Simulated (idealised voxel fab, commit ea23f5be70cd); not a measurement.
The document below concerns the process module designated voxel self aligned vias.
145 nm wide, 5 nm square cells: that's cross-section cut.
Reading order for cross-sections: top band down to bottom band. Underlying form: a grid of square cells. Band size: one or more rows of cells.
Basically the band line says how high the top is and how high the bottom is, in nm, and then what's in it from left to right, every material with its width in nm. Empty space shows up as "blank", and if a single material carries "throughout" it runs the full band edge to edge.
Height datum 0, below which the as-received substrate wafer is one material. Lowest band open at the bottom, running downward: "0 down".
You'd read "30->40" like this: the band's top row of cells is as wide as the first number, its bottom row is as wide as the second, and going down, every row changes width by the same amount as the row before did.
When a step is marked "remained the same", none of the cells in the cross-section changed during that step.
Trapped voids: empty space of 8 cells or more with no open way to the top, each as width x height at its distance from the left edge, in nm
Formally, on a step line, whatever follows the settings is a remark that the simulator itself makes on the step.
overlay nm: mask offset rightward from planned place, masked step; negative means leftward offset.
-- Planned process steps
| 1 | RECEIVE, material Si |
| 2 | CONFORMAL_DEP, material SiO2, thk nm 15 |
| 3 | CONFORMAL_DEP, material SiCN, thk nm 5 |
| 4 | DIRECTIONAL_DEP, material SiO2, thk nm 20 |
| 5 | PATTERN, tone open, mask id LINES, material resist, width nm 15, pitch nm 50, thk nm 20, overlay nm 0 |
| 6 | DIRECTIONAL_ETCH, etch materials SiO2, depth nm 20 |
| 7 | STRIP, etch materials resist |
| 8 | CONFORMAL_DEP, material TiN, thk nm 5 |
| 9 | FILL_DEP, material Ru, thk nm 10 |
| 10 | CMP, height nm 40 |
| 11 | SELECTIVE_ETCH, etch materials W Ru TiN, depth nm 5 |
| 12 | FILL_DEP, material SiN, thk nm 5 |
| 13 | CMP, height nm 40 |
| 14 | DIRECTIONAL_DEP, material SiO2, thk nm 15 |
| 15 | PATTERN, tone open, mask id VIAS, material resist, width nm 30, pitch nm 50, thk nm 20, overlay nm 0 |
| 16 | DIRECTIONAL_ETCH, etch materials SiO2, depth nm 15 |
| 17 | DIRECTIONAL_ETCH, etch materials SiN, depth nm 5 |
| 18 | STRIP, etch materials resist |
| 19 | CONFORMAL_DEP, material TiN, thk nm 5 |
| 20 | FILL_DEP, material W, thk nm 10 |
| 21 | CMP, height nm 55 |
| 22 | CONFORMAL_DEP, material SiCN, thk nm 5 |
The plan's step 5 width nm is the first wafer's value; the wafers differ in this setting and start identical.
-- First wafer of several, as received: cross-section after step 1
* 0 down  Si throughout
* Trapped voids: none
-- first wafer at the end, after step 22
* 60 to 55  SiCN throughout
* 55 to 45  SiO2: 30  TiN: 5  W: 20  TiN: 5  SiO2: 20  TiN: 5  W: 20  TiN: 5  SiO2: 35
* 45 to 40  SiO2: 30  TiN: 15  W: 5  TiN: 10  SiO2: 20  TiN: 15  W: 5  TiN: 10  SiO2: 35
* 40 to 35  SiO2: 40  TiN: 15  SiO2: 35  TiN: 15  SiO2: 40
* 35 to 25  SiO2: 40  TiN: 5  Ru: 5  TiN: 5  SiO2: 35  TiN: 5  Ru: 5  TiN: 5  SiO2: 40
* 25 to 20  SiO2: 40  TiN: 15  SiO2: 35  TiN: 15  SiO2: 40
* 20 to 15  SiCN throughout
* 15 to 0  SiO2 throughout
* 0 down  Si throughout
* Trapped voids: none
-- Last wafer x-sec, end of module
* 60 to 55  SiCN throughout
* 55 to 40  SiO2: 30  TiN: 5  W: 20  TiN: 5  SiO2: 20  TiN: 5  W: 20  TiN: 5  SiO2: 35
* 40 to 35  SiO2: 30  TiN: 30  SiN: 5  SiO2: 15  TiN: 30  SiN: 5  SiO2: 30
* 35 to 25  SiO2: 30  TiN: 5  Ru: 25  TiN: 5  SiO2: 15  TiN: 5  Ru: 25  TiN: 5  SiO2: 30
* 25 to 20  SiO2: 30  TiN: 35  SiO2: 15  TiN: 35  SiO2: 30
* 20 to 15  SiCN throughout
* 15 to 0  SiO2 throughout
* 0 down  Si throughout
* Trapped voids: none
-- Per-wafer rows below. For each material: cells gained (+) or lost (-) since the wafer was received, as of end of module. Then: closed voids
width nm 15; +4 Ru; +58 SiCN; +230 SiO2; +38 TiN; +18 W; Trapped voids: none
width nm 20; +8 Ru; +58 SiCN; +222 SiO2; +40 TiN; +20 W; Trapped voids: none
width nm 25; +12 Ru; +58 SiCN; +214 SiO2; +42 TiN; +22 W; Trapped voids: none
width nm 30; +16 Ru; +58 SiCN; +206 SiO2; +44 TiN; +24 W; Trapped voids: none
width nm 35; +20 Ru; +58 SiCN; +2 SiN; +198 SiO2; +46 TiN; +24 W; Trapped voids: none
